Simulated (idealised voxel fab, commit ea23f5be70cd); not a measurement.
process module | voxel air gaps
cross-section cut | 230 nm wide | cells 5 nm
A cross-section is a grid of square cells, given in bands from the top down. A band is one or more rows of cells.
Each band's line starts with the height of the band's top and of its bottom, in nm. Then come its materials from left to right, each with its width in nm. One material with "throughout" fills the band from edge to edge. "air" is empty space.
Height 0 is the level under which the wafer as received is all one material. The lowest band goes on downwards, as in "0 down".
A width such as "30 to 40" changes by the same amount from each row of cells to the next, from the band's top row to its bottom row.
"no change" after a step means that no cell of the cross-section changed.
closed voids: empty space of 8 cells or more with no open way to the top, each as width x height at its distance from the left edge, in nm
after a step's settings: what the simulator itself notes on the step
overlay nm, on a step with a mask: how far to the right of its planned place the mask lay; to the left if negative
plan
1 op RECEIVE | material Si
2 op CONFORMAL_DEP | material SiO2 | thk nm 10
3 op CONFORMAL_DEP | material SiN | thk nm 5
4 op DIRECTIONAL_DEP | material lowk | thk nm 40
5 op DIRECTIONAL_DEP | material aC | thk nm 15
6 op PATTERN | tone open | mask id LINES | material resist | width nm 20 | pitch nm 45 | thk nm 30 | overlay nm 0
7 op DIRECTIONAL_ETCH | etch materials aC | depth nm 15
8 op STRIP | etch materials resist
9 op DIRECTIONAL_ETCH | etch materials lowk | depth nm 40
10 op STRIP | etch materials aC
11 op CONFORMAL_DEP | material TiN | thk nm 5
12 op FILL_DEP | material Cu | thk nm 5
13 op CMP | height nm 55
14 op EPI | material Ru | thk nm 10
15 op SELECTIVE_ETCH | etch materials lowk | depth nm 50
16 op CONFORMAL_DEP | material SiCN | thk nm 5
as received, after step 1
  0 down: Si throughout
  closed voids: none
a wafer at the end: this start, this plan, one mistake
  70 to 65: air 45 | SiCN 140 | air 45
  65 to 55: air 45 | SiCN 5 | Ru 40 | SiCN 5 | Ru 40 | SiCN 5 | Ru 40 | SiCN 5 | air 45
  55 to 20: air 45 | SiCN 5 | Ru 10 | TiN 5 | Cu 10 | TiN 5 | Ru 10 | SiCN 5 | Ru 10 | TiN 5 | Cu 10 | TiN 5 | Ru 10 | SiCN 5 | Ru 10 | TiN 5 | Cu 10 | TiN 5 | Ru 10 | SiCN 5 | air 45
  20 to 15: SiCN 50 | Ru 10 | TiN 20 | Ru 10 | SiCN 5 | Ru 10 | TiN 20 | Ru 10 | SiCN 5 | Ru 10 | TiN 20 | Ru 10 | SiCN 50
  15 to 10: SiN throughout
  10 to 0: SiO2 throughout
  0 down: Si throughout
  closed voids: none
what went wrong: steps 14 and 15 were swapped
